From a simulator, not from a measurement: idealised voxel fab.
process module | voxel capacitor over wiring
cross-section cut | 240 nm wide | cells 5 nm
A cross-section is a grid of square cells, given in bands from the top down. A band is one or more rows of cells.
Each band's line starts with the height of the band's top and of its bottom, in nm. Then come its materials from left to right, each with its width in nm. One material with "throughout" fills the band from edge to edge. "air" is empty space.
Height 0 is the level under which the wafer as received is all one material. The lowest band goes on downwards, as in "0 down".
A width such as "30 to 40" changes by the same amount from each row of cells to the next, from the band's top row to its bottom row.
"no change" after a step means that no cell of the cross-section changed.
closed voids: empty space of 8 cells or more with no open way to the top, each as width x height at its distance from the left edge, in nm
after a step's settings: what the simulator itself notes on the step
overlay nm, on a step with a mask: how far to the right of its planned place the mask lay; to the left if negative
Each pair below shows a cross-section before one step and the cross-section after it, down to the lowest band that changed. The line under each pair gives the step between them, with its settings. The pairs can come from different runs of this module on the same starting wafer, so a pair continues from the pair above only where its "before" says so.
before
  0 down: Si throughout
  closed voids: none
after
  10 to 0: SiO2 throughout
  below 0: unchanged
  closed voids: none
the step between: op CONFORMAL_DEP | material SiO2 | thk nm 10
before: the cross-section after the pair above
after
  15 to 10: SiN throughout
  below 10: unchanged
  closed voids: none
the step between: op CONFORMAL_DEP | material SiN | thk nm 5
before: the cross-section after the pair above
after
  30 to 15: SiO2 throughout
  below 15: unchanged
  closed voids: none
the step between: op DIRECTIONAL_DEP | material SiO2 | thk nm 15
before: the cross-section after the pair above
after
  45 to 30: resist 65 | air 30 | resist 50 | air 30 | resist 65
  below 30: unchanged
  closed voids: none
the step between: op PATTERN | tone open | mask id METAL_1 | material resist | width nm 30 | pitch nm 80 | thk nm 15 | overlay nm 0
before: the cross-section after the pair above
after
  45 to 30: resist 65 | air 30 | resist 50 | air 30 | resist 65
  30 to 15: SiO2 65 | air 30 | SiO2 50 | air 30 | SiO2 65
  below 15: unchanged
  closed voids: none
the step between: op DIRECTIONAL_ETCH | etch materials SiO2 | depth nm 15
before: the cross-section after the pair above
after
  45 to 30: resist 65 | air 30 | resist 50 | air 30 | resist 65
  30 to 15: SiO2 65 | air 30 | SiO2 50 | air 30 | SiO2 65
  15 to 10: SiN 65 | air 30 | SiN 50 | air 30 | SiN 65
  below 10: unchanged
  closed voids: none
the step between: op DIRECTIONAL_ETCH | etch materials SiN | depth nm 5
before: the cross-section after the pair above
after
  30 to 15: SiO2 65 | air 30 | SiO2 50 | air 30 | SiO2 65
  below 15: unchanged
  closed voids: none
the step between: op STRIP | etch materials resist
before: the cross-section after the pair above
after
  35 to 30: TiN 70 | air 20 | TiN 60 | air 20 | TiN 70
  30 to 15: SiO2 65 | TiN 5 | air 20 | TiN 5 | SiO2 50 | TiN 5 | air 20 | TiN 5 | SiO2 65
  15 to 10: SiN 65 | TiN 30 | SiN 50 | TiN 30 | SiN 65
  below 10: unchanged
  closed voids: none
the step between: op CONFORMAL_DEP | material TiN | thk nm 5
before: the cross-section after the pair above
after
  40 to 35: Cu throughout
  35 to 30: TiN 70 | Cu 20 | TiN 60 | Cu 20 | TiN 70
  30 to 15: SiO2 65 | TiN 5 | Cu 20 | TiN 5 | SiO2 50 | TiN 5 | Cu 20 | TiN 5 | SiO2 65
  below 15: unchanged
  closed voids: none
the step between: op FILL_DEP | material Cu | thk nm 5
before: the cross-section after the pair above
after
  30 to 15: SiO2 65 | TiN 5 | Cu 20 | TiN 5 | SiO2 50 | TiN 5 | Cu 20 | TiN 5 | SiO2 65
  below 15: unchanged
  closed voids: none
the step between: op CMP | height nm 30
before: the cross-section after the pair above
after
  35 to 30: air 60 | Ru 40 | air 40 | Ru 40 | air 60
  below 30: unchanged
  closed voids: none
the step between: op EPI | material Ru | thk nm 5
before: the cross-section after the pair above
after
  40 to 35: SiCN throughout
  35 to 30: SiCN 60 | Ru 40 | SiCN 40 | Ru 40 | SiCN 60
  below 30: unchanged
  closed voids: none
the step between: op FILL_DEP | material SiCN | thk nm 5
before: the cross-section after the pair above
after
  55 to 40: SiO2 throughout
  below 40: unchanged
  closed voids: none
the step between: op DIRECTIONAL_DEP | material SiO2 | thk nm 15
before: the cross-section after the pair above
after
  70 to 55: aC throughout
  below 55: unchanged
  closed voids: none
the step between: op DIRECTIONAL_DEP | material aC | thk nm 15
before: the cross-section after the pair above
after
  100 to 70: resist 80 | air 15 | resist 145
  below 70: unchanged
  closed voids: none
the step between: op PATTERN | tone open | mask id PLUG_1 | material resist | width nm 15 | thk nm 30 | overlay nm 0
before: the cross-section after the pair above
after
  85 to 70: resist 80 | air 15 | resist 145
  70 to 55: aC 80 | air 15 | aC 145
  below 55: unchanged
  closed voids: none
the step between: op DIRECTIONAL_ETCH | etch materials aC | depth nm 15
before: the cross-section after the pair above
after
  70 to 55: aC 80 | air 15 | aC 145
  below 55: unchanged
  closed voids: none
the step between: op STRIP | etch materials resist
before: the cross-section after the pair above
after
  70 to 55: aC 80 | air 15 | aC 145
  55 to 40: SiO2 80 | air 15 | SiO2 145
  below 40: unchanged
  closed voids: none
the step between: op DIRECTIONAL_ETCH | etch materials SiO2 | depth nm 15
before: the cross-section after the pair above
after
  70 to 55: aC 80 | air 15 | aC 145
  55 to 40: SiO2 80 | air 15 | SiO2 145
  40 to 35: SiCN 80 | air 15 | SiCN 145
  below 35: unchanged
  closed voids: none
the step between: op DIRECTIONAL_ETCH | etch materials SiCN | depth nm 5
before: the cross-section after the pair above
after
  55 to 40: SiO2 80 | air 15 | SiO2 145
  below 40: unchanged
  closed voids: none
the step between: op STRIP | etch materials aC
before: the cross-section after the pair above
after
  60 to 55: TiN 85 | air 5 | TiN 150
  55 to 40: SiO2 80 | TiN 5 | air 5 | TiN 5 | SiO2 145
  40 to 35: SiCN 80 | TiN 15 | SiCN 145
  below 35: unchanged
  closed voids: none
the step between: op CONFORMAL_DEP | material TiN | thk nm 5
before: the cross-section after the pair above
after
  70 to 60: W throughout
  60 to 55: TiN 85 | W 5 | TiN 150
  55 to 40: SiO2 80 | TiN 5 | W 5 | TiN 5 | SiO2 145
  below 40: unchanged
  closed voids: none
the step between: op FILL_DEP | material W | thk nm 10
before: the cross-section after the pair above
after
  55 to 40: SiO2 80 | TiN 5 | W 5 | TiN 5 | SiO2 145
  below 40: unchanged
  closed voids: none
the step between: op CMP | height nm 55
before: the cross-section after the pair above
after
  65 to 55: TiN throughout
  below 55: unchanged
  closed voids: none
the step between: op DIRECTIONAL_DEP | material TiN | thk nm 10
before: the cross-section after the pair above
after
  70 to 65: Al2O3 throughout
  below 65: unchanged
  closed voids: none
the step between: op DIRECTIONAL_DEP | material Al2O3 | thk nm 5
before: the cross-section after the pair above
after
  75 to 70: TiN throughout
  below 70: unchanged
  closed voids: none
the step between: op DIRECTIONAL_DEP | material TiN | thk nm 5
before: the cross-section after the pair above
after
  75 to 70: air 80 | TiN 55 | air 105
  below 70: unchanged
  closed voids: none
the step between: op MASKED_ETCH | tone cover | mask id UPPER_PLATE | width nm 55 | etch materials TiN | depth nm 5 | overlay nm 0
before: the cross-section after the pair above
after
  75 to 70: air 80 | TiN 55 | air 105
  70 to 65: air 80 | Al2O3 55 | air 105
  below 65: unchanged
  closed voids: none
the step between: op MASKED_ETCH | tone cover | mask id UPPER_PLATE | width nm 55 | etch materials Al2O3 | depth nm 5 | overlay nm 0
before: the cross-section after the pair above
after
  75 to 70: air 80 | TiN 55 | air 105
  70 to 65: air 80 | Al2O3 55 | air 105
  65 to 55: air 75 | TiN 65 | air 100
  below 55: unchanged
  closed voids: none
the step between: op MASKED_ETCH | tone cover | mask id LOWER_PLATE | width nm 65 | etch materials TiN | depth nm 10 | overlay nm 0
before: the cross-section after the pair above
after
  95 to 75: SiO2 throughout
  75 to 70: SiO2 80 | TiN 55 | SiO2 105
  70 to 65: SiO2 80 | Al2O3 55 | SiO2 105
  65 to 55: SiO2 75 | TiN 65 | SiO2 100
  below 55: unchanged
  closed voids: none
the step between: op FILL_DEP | material SiO2 | thk nm 20
before: the cross-section after the pair above
after
  90 to 75: SiO2 throughout
  below 75: unchanged
  closed voids: none
the step between: op CMP | height nm 90
before: the cross-section after the pair above
after
  105 to 90: aC throughout
  below 90: unchanged
  closed voids: none
the step between: op DIRECTIONAL_DEP | material aC | thk nm 15
before: the cross-section after the pair above
after
  140 to 105: resist 90 | air 15 | resist 135
  below 105: unchanged
  closed voids: none
the step between: op PATTERN | tone open | mask id PLUG_2 | material resist | width nm 15 | thk nm 35 | overlay nm 0
before: the cross-section after the pair above
after
  125 to 105: resist 90 | air 15 | resist 135
  105 to 90: aC 90 | air 15 | aC 135
  below 90: unchanged
  closed voids: none
the step between: op DIRECTIONAL_ETCH | etch materials aC | depth nm 15
before: the cross-section after the pair above
after
  105 to 90: aC 90 | air 15 | aC 135
  below 90: unchanged
  closed voids: none
the step between: op STRIP | etch materials resist
before: the cross-section after the pair above
after
  105 to 90: aC 90 | air 15 | aC 135
  90 to 75: SiO2 90 | air 15 | SiO2 135
  below 75: unchanged
  closed voids: none
the step between: op DIRECTIONAL_ETCH | etch materials SiO2 | depth nm 15
before: the cross-section after the pair above
after
  90 to 75: SiO2 90 | air 15 | SiO2 135
  below 75: unchanged
  closed voids: none
the step between: op STRIP | etch materials aC
before: the cross-section after the pair above
after
  95 to 90: TiN 95 | air 5 | TiN 140
  90 to 80: SiO2 90 | TiN 5 | air 5 | TiN 5 | SiO2 135
  80 to 70: SiO2 90 to 80 | TiN 15 to 55 | SiO2 135 to 105
  below 70: unchanged
  closed voids: none
the step between: op CONFORMAL_DEP | material TiN | thk nm 5
before: the cross-section after the pair above
after
  100 to 95: Ru throughout
  95 to 90: TiN 95 | Ru 5 | TiN 140
  90 to 80: SiO2 90 | TiN 5 | Ru 5 | TiN 5 | SiO2 135
  below 80: unchanged
  closed voids: none
the step between: op FILL_DEP | material Ru | thk nm 5
before: the cross-section after the pair above
after
  90 to 80: SiO2 90 | TiN 5 | Ru 5 | TiN 5 | SiO2 135
  below 80: unchanged
  closed voids: none
the step between: op CMP | height nm 90
before: the cross-section after the pair above
after
  95 to 90: SiN throughout
  below 90: unchanged
  closed voids: none
the step between: op CONFORMAL_DEP | material SiN | thk nm 5
before
  10 to 0: SiO2 throughout
  0 down: Si throughout
  closed voids: none
after
  25 to 0: SiO2 throughout
  below 0: unchanged
  closed voids: none
the step between: op DIRECTIONAL_DEP | material SiO2 | thk nm 15
before: the cross-section after the pair above
after
  40 to 25: resist 65 | air 30 | resist 50 | air 30 | resist 65
  below 25: unchanged
  closed voids: none
the step between: op PATTERN | tone open | mask id METAL_1 | material resist | width nm 30 | pitch nm 80 | thk nm 15 | overlay nm 0
before: the cross-section after the pair above
after
  40 to 25: resist 65 | air 30 | resist 50 | air 30 | resist 65
  25 to 10: SiO2 65 | air 30 | SiO2 50 | air 30 | SiO2 65
  below 10: unchanged
  closed voids: none
the step between: op DIRECTIONAL_ETCH | etch materials SiO2 | depth nm 15
before: the cross-section after the pair above
after
  25 to 10: SiO2 65 | air 30 | SiO2 50 | air 30 | SiO2 65
  below 10: unchanged
  closed voids: none
the step between: op STRIP | etch materials resist
before: the cross-section after the pair above
after
  30 to 25: TiN 70 | air 20 | TiN 60 | air 20 | TiN 70
  25 to 15: SiO2 65 | TiN 5 | air 20 | TiN 5 | SiO2 50 | TiN 5 | air 20 | TiN 5 | SiO2 65
  15 to 10: SiO2 65 | TiN 30 | SiO2 50 | TiN 30 | SiO2 65
  below 10: unchanged
  closed voids: none
the step between: op CONFORMAL_DEP | material TiN | thk nm 5
before: the cross-section after the pair above
after
  35 to 30: Cu throughout
  30 to 25: TiN 70 | Cu 20 | TiN 60 | Cu 20 | TiN 70
  25 to 15: SiO2 65 | TiN 5 | Cu 20 | TiN 5 | SiO2 50 | TiN 5 | Cu 20 | TiN 5 | SiO2 65
  below 15: unchanged
  closed voids: none
the step between: op FILL_DEP | material Cu | thk nm 5
before: the cross-section after the pair above
after
  30 to 25: TiN 70 | Cu 20 | TiN 60 | Cu 20 | TiN 70
  below 25: unchanged
  closed voids: none
the step between: op CMP | height nm 30
before: the cross-section after the pair above
after
  35 to 30: Ru throughout
  below 30: unchanged
  closed voids: none
the step between: op EPI | material Ru | thk nm 5
before: the cross-section after the pair above
after
  40 to 35: SiCN throughout
  below 35: unchanged
  closed voids: none
the step between: op FILL_DEP | material SiCN | thk nm 5
before: the cross-section after the pair above
after
  55 to 40: SiO2 throughout
  below 40: unchanged
  closed voids: none
the step between: op DIRECTIONAL_DEP | material SiO2 | thk nm 15
before: the cross-section after the pair above
after
  70 to 55: aC throughout
  below 55: unchanged
  closed voids: none
the step between: op DIRECTIONAL_DEP | material aC | thk nm 15
before: the cross-section after the pair above
after
  100 to 70: resist 80 | air 15 | resist 145
  below 70: unchanged
  closed voids: none
the step between: op PATTERN | tone open | mask id PLUG_1 | material resist | width nm 15 | thk nm 30 | overlay nm 0
before: the cross-section after the pair above
after
  85 to 70: resist 80 | air 15 | resist 145
  70 to 55: aC 80 | air 15 | aC 145
  below 55: unchanged
  closed voids: none
the step between: op DIRECTIONAL_ETCH | etch materials aC | depth nm 15
before: the cross-section after the pair above
after
  70 to 55: aC 80 | air 15 | aC 145
  below 55: unchanged
  closed voids: none
the step between: op STRIP | etch materials resist
before: the cross-section after the pair above
after
  70 to 55: aC 80 | air 15 | aC 145
  55 to 40: SiO2 80 | air 15 | SiO2 145
  below 40: unchanged
  closed voids: none
the step between: op DIRECTIONAL_ETCH | etch materials SiO2 | depth nm 15
before: the cross-section after the pair above
after
  70 to 55: aC 80 | air 15 | aC 145
  55 to 40: SiO2 80 | air 15 | SiO2 145
  40 to 35: SiCN 80 | air 15 | SiCN 145
  below 35: unchanged
  closed voids: none
the step between: op DIRECTIONAL_ETCH | etch materials SiCN | depth nm 5
before: the cross-section after the pair above
after
  55 to 40: SiO2 80 | air 15 | SiO2 145
  below 40: unchanged
  closed voids: none
the step between: op STRIP | etch materials aC
before: the cross-section after the pair above
after
  60 to 55: TiN 85 | air 5 | TiN 150
  55 to 40: SiO2 80 | TiN 5 | air 5 | TiN 5 | SiO2 145
  40 to 35: SiCN 80 | TiN 15 | SiCN 145
  below 35: unchanged
  closed voids: none
the step between: op CONFORMAL_DEP | material TiN | thk nm 5
before: the cross-section after the pair above
after
  70 to 60: W throughout
  60 to 55: TiN 85 | W 5 | TiN 150
  55 to 40: SiO2 80 | TiN 5 | W 5 | TiN 5 | SiO2 145
  below 40: unchanged
  closed voids: none
the step between: op FILL_DEP | material W | thk nm 10
before: the cross-section after the pair above
after
  55 to 40: SiO2 80 | TiN 5 | W 5 | TiN 5 | SiO2 145
  below 40: unchanged
  closed voids: none
the step between: op CMP | height nm 55
before: the cross-section after the pair above
after
  65 to 55: TiN throughout
  below 55: unchanged
  closed voids: none
the step between: op DIRECTIONAL_DEP | material TiN | thk nm 10
before: the cross-section after the pair above
after
  70 to 65: Al2O3 throughout
  below 65: unchanged
  closed voids: none
the step between: op DIRECTIONAL_DEP | material Al2O3 | thk nm 5
before: the cross-section after the pair above
after
  75 to 70: TiN throughout
  below 70: unchanged
  closed voids: none
the step between: op DIRECTIONAL_DEP | material TiN | thk nm 5
before: the cross-section after the pair above
after
  75 to 70: air 80 | TiN 55 | air 105
  below 70: unchanged
  closed voids: none
the step between: op MASKED_ETCH | tone cover | mask id UPPER_PLATE | width nm 55 | etch materials TiN | depth nm 5 | overlay nm 0
before: the cross-section after the pair above
after
  75 to 70: air 80 | TiN 55 | air 105
  70 to 65: air 80 | Al2O3 55 | air 105
  below 65: unchanged
  closed voids: none
the step between: op MASKED_ETCH | tone cover | mask id UPPER_PLATE | width nm 55 | etch materials Al2O3 | depth nm 5 | overlay nm 0
before: the cross-section after the pair above
after
  75 to 70: air 80 | TiN 55 | air 105
  70 to 65: air 80 | Al2O3 55 | air 105
  65 to 55: air 75 | TiN 65 | air 100
  below 55: unchanged
  closed voids: none
the step between: op MASKED_ETCH | tone cover | mask id LOWER_PLATE | width nm 65 | etch materials TiN | depth nm 10 | overlay nm 0
before: the cross-section after the pair above
after
  95 to 75: SiO2 throughout
  75 to 70: SiO2 80 | TiN 55 | SiO2 105
  70 to 65: SiO2 80 | Al2O3 55 | SiO2 105
  65 to 55: SiO2 75 | TiN 65 | SiO2 100
  below 55: unchanged
  closed voids: none
the step between: op FILL_DEP | material SiO2 | thk nm 20
before: the cross-section after the pair above
after
  90 to 75: SiO2 throughout
  below 75: unchanged
  closed voids: none
the step between: op CMP | height nm 90
before: the cross-section after the pair above
after
  105 to 90: aC throughout
  below 90: unchanged
  closed voids: none
the step between: op DIRECTIONAL_DEP | material aC | thk nm 15
before: the cross-section after the pair above
after
  140 to 105: resist 90 | air 15 | resist 135
  below 105: unchanged
  closed voids: none
the step between: op PATTERN | tone open | mask id PLUG_2 | material resist | width nm 15 | thk nm 35 | overlay nm 0
before: the cross-section after the pair above
after
  125 to 105: resist 90 | air 15 | resist 135
  105 to 90: aC 90 | air 15 | aC 135
  below 90: unchanged
  closed voids: none
the step between: op DIRECTIONAL_ETCH | etch materials aC | depth nm 15
before: the cross-section after the pair above
after
  105 to 90: aC 90 | air 15 | aC 135
  below 90: unchanged
  closed voids: none
the step between: op STRIP | etch materials resist
before: the cross-section after the pair above
after
  105 to 90: aC 90 | air 15 | aC 135
  90 to 75: SiO2 90 | air 15 | SiO2 135
  below 75: unchanged
  closed voids: none
the step between: op DIRECTIONAL_ETCH | etch materials SiO2 | depth nm 15
before: the cross-section after the pair above
after
  90 to 75: SiO2 90 | air 15 | SiO2 135
  below 75: unchanged
  closed voids: none
the step between: op STRIP | etch materials aC
before: the cross-section after the pair above
after
  95 to 90: TiN 95 | air 5 | TiN 140
  90 to 80: SiO2 90 | TiN 5 | air 5 | TiN 5 | SiO2 135
  80 to 70: SiO2 90 to 80 | TiN 15 to 55 | SiO2 135 to 105
  below 70: unchanged
  closed voids: none
the step between: op CONFORMAL_DEP | material TiN | thk nm 5
before: the cross-section after the pair above
after
  100 to 95: Ru throughout
  95 to 90: TiN 95 | Ru 5 | TiN 140
  90 to 80: SiO2 90 | TiN 5 | Ru 5 | TiN 5 | SiO2 135
  below 80: unchanged
  closed voids: none
the step between: op FILL_DEP | material Ru | thk nm 5
before: the cross-section after the pair above
after
  90 to 80: SiO2 90 | TiN 5 | Ru 5 | TiN 5 | SiO2 135
  below 80: unchanged
  closed voids: none
the step between: op CMP | height nm 90
before: the cross-section after the pair above
after
  95 to 90: SiN throughout
  below 90: unchanged
  closed voids: none
the step between: op CONFORMAL_DEP | material SiN | thk nm 5
before
  35 to 30: air 60 | Ru 40 | air 40 | Ru 40 | air 60
  30 to 15: SiO2 65 | TiN 5 | Cu 20 | TiN 5 | SiO2 50 | TiN 5 | Cu 20 | TiN 5 | SiO2 65
  15 to 10: SiN 65 | TiN 30 | SiN 50 | TiN 30 | SiN 65
  10 to 0: SiO2 throughout
  0 down: Si throughout
  closed voids: none
after
  50 to 45: air 60 | SiO2 40 | air 40 | SiO2 40 | air 60
  45 to 35: SiO2 throughout
  35 to 30: SiO2 60 | Ru 40 | SiO2 40 | Ru 40 | SiO2 60
  below 30: unchanged
  closed voids: none
the step between: op DIRECTIONAL_DEP | material SiO2 | thk nm 15
before: the cross-section after the pair above
after
  55 to 50: SiCN throughout
  50 to 45: SiCN 60 | SiO2 40 | SiCN 40 | SiO2 40 | SiCN 60
  below 45: unchanged
  closed voids: none
the step between: op FILL_DEP | material SiCN | thk nm 5
before: the cross-section after the pair above
after
  70 to 55: aC throughout
  below 55: unchanged
  closed voids: none
the step between: op DIRECTIONAL_DEP | material aC | thk nm 15
before: the cross-section after the pair above
after
  100 to 70: resist 80 | air 15 | resist 145
  below 70: unchanged
  closed voids: none
the step between: op PATTERN | tone open | mask id PLUG_1 | material resist | width nm 15 | thk nm 30 | overlay nm 0
before: the cross-section after the pair above
after
  85 to 70: resist 80 | air 15 | resist 145
  70 to 55: aC 80 | air 15 | aC 145
  below 55: unchanged
  closed voids: none
the step between: op DIRECTIONAL_ETCH | etch materials aC | depth nm 15
before: the cross-section after the pair above
after
  70 to 55: aC 80 | air 15 | aC 145
  below 55: unchanged
  closed voids: none
the step between: op STRIP | etch materials resist
before: the cross-section after the pair above
after
  70 to 55: aC 80 | air 15 | aC 145
  55 to 50: SiCN 80 | air 15 | SiCN 145
  below 50: unchanged
  closed voids: none
the step between: op DIRECTIONAL_ETCH | etch materials SiCN | depth nm 5
before: the cross-section after the pair above
after
  55 to 50: SiCN 80 | air 15 | SiCN 145
  below 50: unchanged
  closed voids: none
the step between: op STRIP | etch materials aC
before: the cross-section after the pair above
after
  60 to 55: TiN 85 | air 5 | TiN 150
  55 to 50: SiCN 80 | TiN 15 | SiCN 145
  below 50: unchanged
  closed voids: none
the step between: op CONFORMAL_DEP | material TiN | thk nm 5
before: the cross-section after the pair above
after
  70 to 60: W throughout
  60 to 55: TiN 85 | W 5 | TiN 150
  below 55: unchanged
  closed voids: none
the step between: op FILL_DEP | material W | thk nm 10
before: the cross-section after the pair above
after
  55 to 50: SiCN 80 | TiN 15 | SiCN 145
  below 50: unchanged
  closed voids: none
the step between: op CMP | height nm 55
before: the cross-section after the pair above
after
  65 to 55: TiN throughout
  below 55: unchanged
  closed voids: none
the step between: op DIRECTIONAL_DEP | material TiN | thk nm 10
before: the cross-section after the pair above
after
  70 to 65: Al2O3 throughout
  below 65: unchanged
  closed voids: none
the step between: op DIRECTIONAL_DEP | material Al2O3 | thk nm 5
before: the cross-section after the pair above
after
  75 to 70: TiN throughout
  below 70: unchanged
  closed voids: none
the step between: op DIRECTIONAL_DEP | material TiN | thk nm 5
before: the cross-section after the pair above
after
  75 to 70: air 80 | TiN 55 | air 105
  below 70: unchanged
  closed voids: none
the step between: op MASKED_ETCH | tone cover | mask id UPPER_PLATE | width nm 55 | etch materials TiN | depth nm 5 | overlay nm 0
before: the cross-section after the pair above
after
  75 to 70: air 80 | TiN 55 | air 105
  70 to 65: air 80 | Al2O3 55 | air 105
  below 65: unchanged
  closed voids: none
the step between: op MASKED_ETCH | tone cover | mask id UPPER_PLATE | width nm 55 | etch materials Al2O3 | depth nm 5 | overlay nm 0
before: the cross-section after the pair above
after
  75 to 70: air 80 | TiN 55 | air 105
  70 to 65: air 80 | Al2O3 55 | air 105
  65 to 55: air 75 | TiN 65 | air 100
  below 55: unchanged
  closed voids: none
the step between: op MASKED_ETCH | tone cover | mask id LOWER_PLATE | width nm 65 | etch materials TiN | depth nm 10 | overlay nm 0
before: the cross-section after the pair above
after
  95 to 75: SiO2 throughout
  75 to 70: SiO2 80 | TiN 55 | SiO2 105
  70 to 65: SiO2 80 | Al2O3 55 | SiO2 105
  65 to 55: SiO2 75 | TiN 65 | SiO2 100
  below 55: unchanged
  closed voids: none
the step between: op FILL_DEP | material SiO2 | thk nm 20
before: the cross-section after the pair above
after
  90 to 75: SiO2 throughout
  below 75: unchanged
  closed voids: none
the step between: op CMP | height nm 90
before: the cross-section after the pair above
after
  105 to 90: aC throughout
  below 90: unchanged
  closed voids: none
the step between: op DIRECTIONAL_DEP | material aC | thk nm 15
before: the cross-section after the pair above
after
  140 to 105: resist 90 | air 15 | resist 135
  below 105: unchanged
  closed voids: none
the step between: op PATTERN | tone open | mask id PLUG_2 | material resist | width nm 15 | thk nm 35 | overlay nm 0
before: the cross-section after the pair above
after
  125 to 105: resist 90 | air 15 | resist 135
  105 to 90: aC 90 | air 15 | aC 135
  below 90: unchanged
  closed voids: none
the step between: op DIRECTIONAL_ETCH | etch materials aC | depth nm 15
before: the cross-section after the pair above
after
  105 to 90: aC 90 | air 15 | aC 135
  below 90: unchanged
  closed voids: none
the step between: op STRIP | etch materials resist
before: the cross-section after the pair above
after
  105 to 90: aC 90 | air 15 | aC 135
  90 to 75: SiO2 90 | air 15 | SiO2 135
  below 75: unchanged
  closed voids: none
the step between: op DIRECTIONAL_ETCH | etch materials SiO2 | depth nm 15
before: the cross-section after the pair above
after
  90 to 75: SiO2 90 | air 15 | SiO2 135
  below 75: unchanged
  closed voids: none
the step between: op STRIP | etch materials aC
before: the cross-section after the pair above
after
  95 to 90: TiN 95 | air 5 | TiN 140
  90 to 80: SiO2 90 | TiN 5 | air 5 | TiN 5 | SiO2 135
  80 to 70: SiO2 90 to 80 | TiN 15 to 55 | SiO2 135 to 105
  below 70: unchanged
  closed voids: none
the step between: op CONFORMAL_DEP | material TiN | thk nm 5
before: the cross-section after the pair above
after
  100 to 95: Ru throughout
  95 to 90: TiN 95 | Ru 5 | TiN 140
  90 to 80: SiO2 90 | TiN 5 | Ru 5 | TiN 5 | SiO2 135
  below 80: unchanged
  closed voids: none
the step between: op FILL_DEP | material Ru | thk nm 5
before: the cross-section after the pair above
after
  90 to 80: SiO2 90 | TiN 5 | Ru 5 | TiN 5 | SiO2 135
  below 80: unchanged
  closed voids: none
the step between: op CMP | height nm 90
before: the cross-section after the pair above
after
  95 to 90: SiN throughout
  below 90: unchanged
  closed voids: none
the step between: op CONFORMAL_DEP | material SiN | thk nm 5
before
  65 to 55: TiN throughout
  55 to 40: SiO2 80 | TiN 5 | W 5 | TiN 5 | SiO2 145
  40 to 35: SiCN 80 | TiN 15 | SiCN 145
  35 to 30: SiCN 60 | Ru 40 | SiCN 40 | Ru 40 | SiCN 60
  30 to 15: SiO2 65 | TiN 5 | Cu 20 | TiN 5 | SiO2 50 | TiN 5 | Cu 20 | TiN 5 | SiO2 65
  15 to 10: SiN 65 | TiN 30 | SiN 50 | TiN 30 | SiN 65
  10 to 0: SiO2 throughout
  0 down: Si throughout
  closed voids: none
after
  80 to 65: Al2O3 throughout
  below 65: unchanged
  closed voids: none
the step between: op DIRECTIONAL_DEP | material Al2O3 | thk nm 15
before: the cross-section after the pair above
after
  85 to 80: TiN throughout
  below 80: unchanged
  closed voids: none
the step between: op DIRECTIONAL_DEP | material TiN | thk nm 5
before: the cross-section after the pair above
after
  85 to 80: air 80 | TiN 55 | air 105
  below 80: unchanged
  closed voids: none
the step between: op MASKED_ETCH | tone cover | mask id UPPER_PLATE | width nm 55 | etch materials TiN | depth nm 5 | overlay nm 0
before: the cross-section after the pair above
after
  85 to 80: air 80 | TiN 55 | air 105
  80 to 75: air 80 | Al2O3 55 | air 105
  below 75: unchanged
  closed voids: none
the step between: op MASKED_ETCH | tone cover | mask id UPPER_PLATE | width nm 55 | etch materials Al2O3 | depth nm 5 | overlay nm 0
before: the cross-section after the pair above
after
  105 to 85: SiO2 throughout
  85 to 80: SiO2 80 | TiN 55 | SiO2 105
  80 to 75: SiO2 80 | Al2O3 55 | SiO2 105
  below 75: unchanged
  closed voids: none
the step between: op FILL_DEP | material SiO2 | thk nm 20
before: the cross-section after the pair above
after
  90 to 85: SiO2 throughout
  below 85: unchanged
  closed voids: none
the step between: op CMP | height nm 90
before: the cross-section after the pair above
after
  105 to 90: aC throughout
  below 90: unchanged
  closed voids: none
the step between: op DIRECTIONAL_DEP | material aC | thk nm 15
before: the cross-section after the pair above
after
  140 to 105: resist 90 | air 15 | resist 135
  below 105: unchanged
  closed voids: none
the step between: op PATTERN | tone open | mask id PLUG_2 | material resist | width nm 15 | thk nm 35 | overlay nm 0
before: the cross-section after the pair above
after
  125 to 105: resist 90 | air 15 | resist 135
  105 to 90: aC 90 | air 15 | aC 135
  below 90: unchanged
  closed voids: none
the step between: op DIRECTIONAL_ETCH | etch materials aC | depth nm 15
before: the cross-section after the pair above
after
  105 to 90: aC 90 | air 15 | aC 135
  below 90: unchanged
  closed voids: none
the step between: op STRIP | etch materials resist
before: the cross-section after the pair above
after
  105 to 90: aC 90 | air 15 | aC 135
  90 to 85: SiO2 90 | air 15 | SiO2 135
  below 85: unchanged
  closed voids: none
the step between: op DIRECTIONAL_ETCH | etch materials SiO2 | depth nm 15
before: the cross-section after the pair above
after
  90 to 85: SiO2 90 | air 15 | SiO2 135
  below 85: unchanged
  closed voids: none
the step between: op STRIP | etch materials aC
before: the cross-section after the pair above
after
  95 to 90: TiN 95 | air 5 | TiN 140
  90 to 80: SiO2 90 to 80 | TiN 15 to 55 | SiO2 135 to 105
  below 80: unchanged
  closed voids: none
the step between: op CONFORMAL_DEP | material TiN | thk nm 5
before: the cross-section after the pair above
after
  100 to 95: Ru throughout
  95 to 90: TiN 95 | Ru 5 | TiN 140
  below 90: unchanged
  closed voids: none
the step between: op FILL_DEP | material Ru | thk nm 5
before: the cross-section after the pair above
after
  90 to 80: SiO2 90 to 80 | TiN 15 to 55 | SiO2 135 to 105
  below 80: unchanged
  closed voids: none
the step between: op CMP | height nm 90
before: the cross-section after the pair above
after
  95 to 90: SiN throughout
  below 90: unchanged
  closed voids: none
the step between: op CONFORMAL_DEP | material SiN | thk nm 5
before
  70 to 55: aC throughout
  55 to 40: SiO2 throughout
  40 to 35: SiCN throughout
  35 to 30: SiCN 60 | Ru 40 | SiCN 40 | Ru 40 | SiCN 60
  30 to 15: SiO2 65 | TiN 5 | Cu 20 | TiN 5 | SiO2 50 | TiN 5 | Cu 20 | TiN 5 | SiO2 65
  15 to 10: SiN 65 | TiN 30 | SiN 50 | TiN 30 | SiN 65
  10 to 0: SiO2 throughout
  0 down: Si throughout
  closed voids: none
after
  100 to 70: resist 80 | air 20 | resist 140
  below 70: unchanged
  closed voids: none
the step between: op PATTERN | tone open | mask id PLUG_1 | material resist | width nm 20 | thk nm 30 | overlay nm 0
before: the cross-section after the pair above
after
  85 to 70: resist 80 | air 20 | resist 140
  70 to 55: aC 80 | air 20 | aC 140
  below 55: unchanged
  closed voids: none
the step between: op DIRECTIONAL_ETCH | etch materials aC | depth nm 15
before: the cross-section after the pair above
after
  70 to 55: aC 80 | air 20 | aC 140
  below 55: unchanged
  closed voids: none
the step between: op STRIP | etch materials resist
before: the cross-section after the pair above
after
  70 to 55: aC 80 | air 20 | aC 140
  55 to 40: SiO2 80 | air 20 | SiO2 140
  below 40: unchanged
  closed voids: none
the step between: op DIRECTIONAL_ETCH | etch materials SiO2 | depth nm 15
before: the cross-section after the pair above
after
  70 to 55: aC 80 | air 20 | aC 140
  55 to 40: SiO2 80 | air 20 | SiO2 140
  40 to 35: SiCN 80 | air 20 | SiCN 140
  below 35: unchanged
  closed voids: none
the step between: op DIRECTIONAL_ETCH | etch materials SiCN | depth nm 5
before: the cross-section after the pair above
after
  55 to 40: SiO2 80 | air 20 | SiO2 140
  below 40: unchanged
  closed voids: none
the step between: op STRIP | etch materials aC
